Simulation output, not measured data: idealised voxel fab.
The process module presented herein is designated voxel gate over fins.
Cross-section cut: width 270 nm, square cells of 5 nm.
Reading order for cross-sections: top band down to bottom band. Underlying form: a grid of square cells. Band size: one or more rows of cells. Band entry format. Leading values: height of top, height of bottom, nm. Remainder: materials in left-to-right order, each with its width in nm. Special words: "everywhere" on a single material, which then fills the band edge to edge; "blank", empty space. Heads up on the height convention: 0 is the point under which the incoming wafer is all one material, and the lowest band has no bottom, it just keeps going down, like "0 nm and below". Read "30..40" as a graded width: first number on top, second number at the bottom, same change between each pair of neighbouring rows. What does "nothing different" mean for a step? It means no cell of the cross-section changed in that step. The entry "Unvented voids" lists the empty spaces that cover at least 8 cells and have no open path to the top. Each is written as width x height at distance, where the distance is measured from the left edge and all three values are in nm. Step line, after settings: the simulator's comment on this step. You can add "overlay nm" to a step's line. For a step with a mask, it describes how far the mask lay to the right of its planned position, and a negative number describes a lay to the left.

## These are the steps we planned for the process
step 1: RECEIVE: material Si
step 2: CONFORMAL_DEP: material SiN, thk nm 10
step 3: MASKED_ETCH: tone cover, mask id FINS, width nm 15, pitch nm 45, etch materials SiN, depth nm 10, overlay nm 0
step 4: MASKED_ETCH: tone cover, mask id FINS, width nm 15, pitch nm 45, etch materials Si, depth nm 35, overlay nm 0
step 5: FILL_DEP: material SiO2, thk nm 15
step 6: CMP: height nm 10
step 7: SELECTIVE_ETCH: etch materials SiO2, depth nm 20
step 8: STRIP: etch materials SiN
step 9: CONFORMAL_DEP: material HfO2, thk nm 5
step 10: CONFORMAL_DEP: material TiN, thk nm 5
step 11: FILL_DEP: material W, thk nm 10
step 12: CMP: height nm 15
step 13: CONFORMAL_DEP: material SiCN, thk nm 5

## The cross-section here shows the wafer as received, i.e. in its state after step 1
* 0 nm and below: Si everywhere
* Unvented voids: none

## Cross-section taken at module completion on the first of two wafers; processed per the plan
* 20 nm to 15 nm: SiCN everywhere
* 15 nm to 10 nm: W everywhere
* 10 nm to 5 nm: W 50 nm, TiN 35 nm, W 10 nm, TiN 35 nm, W 10 nm, TiN 35 nm, W 10 nm, TiN 35 nm, W 50 nm
* 5 nm to 0 nm: W 50 nm, TiN 5 nm, HfO2 25 nm, TiN 5 nm, W 10 nm, TiN 5 nm, HfO2 25 nm, TiN 5 nm, W 10 nm, TiN 5 nm, HfO2 25 nm, TiN 5 nm, W 10 nm, TiN 5 nm, HfO2 25 nm, TiN 5 nm, W 50 nm
* 0 nm to -5 nm: TiN 55 nm, HfO2 5 nm, Si 15 nm, HfO2 5 nm, TiN 20 nm, HfO2 5 nm, Si 15 nm, HfO2 5 nm, TiN 20 nm, HfO2 5 nm, Si 15 nm, HfO2 5 nm, TiN 20 nm, HfO2 5 nm, Si 15 nm, HfO2 5 nm, TiN 55 nm
* -5 nm to -10 nm: HfO2 60 nm, Si 15 nm, HfO2 30 nm, Si 15 nm, HfO2 30 nm, Si 15 nm, HfO2 30 nm, Si 15 nm, HfO2 60 nm
* -10 nm to -35 nm: SiO2 60 nm, Si 15 nm, SiO2 30 nm, Si 15 nm, SiO2 30 nm, Si 15 nm, SiO2 30 nm, Si 15 nm, SiO2 60 nm
* -35 nm and below: Si everywhere
* Unvented voids: none

## Wafer two, sectioned after the module: the first wafer's start, the first wafer's plan, and one mistake in how it was run
* 20 nm to 15 nm: SiCN everywhere
* 15 nm to 10 nm: TiN everywhere
* 10 nm to 5 nm: HfO2 65 nm, TiN 5 nm, HfO2 40 nm, TiN 5 nm, HfO2 40 nm, TiN 5 nm, HfO2 40 nm, TiN 5 nm, HfO2 65 nm
* 5 nm to 0 nm: SiO2 60 nm, HfO2 15 nm, SiO2 30 nm, HfO2 15 nm, SiO2 30 nm, HfO2 15 nm, SiO2 30 nm, HfO2 15 nm, SiO2 60 nm
* 0 nm to -35 nm: SiO2 60 nm, Si 15 nm, SiO2 30 nm, Si 15 nm, SiO2 30 nm, Si 15 nm, SiO2 30 nm, Si 15 nm, SiO2 60 nm
* -35 nm and below: Si everywhere
* Unvented voids: none
The mistake made against the process plan was this: heads up, step 6 of the plan was skipped and never actually ran
Materials where the second wafer ends with more or fewer cells than the first: 8 fewer of HfO2, 126 more of SiO2, 12 fewer of TiN, 106 fewer of W
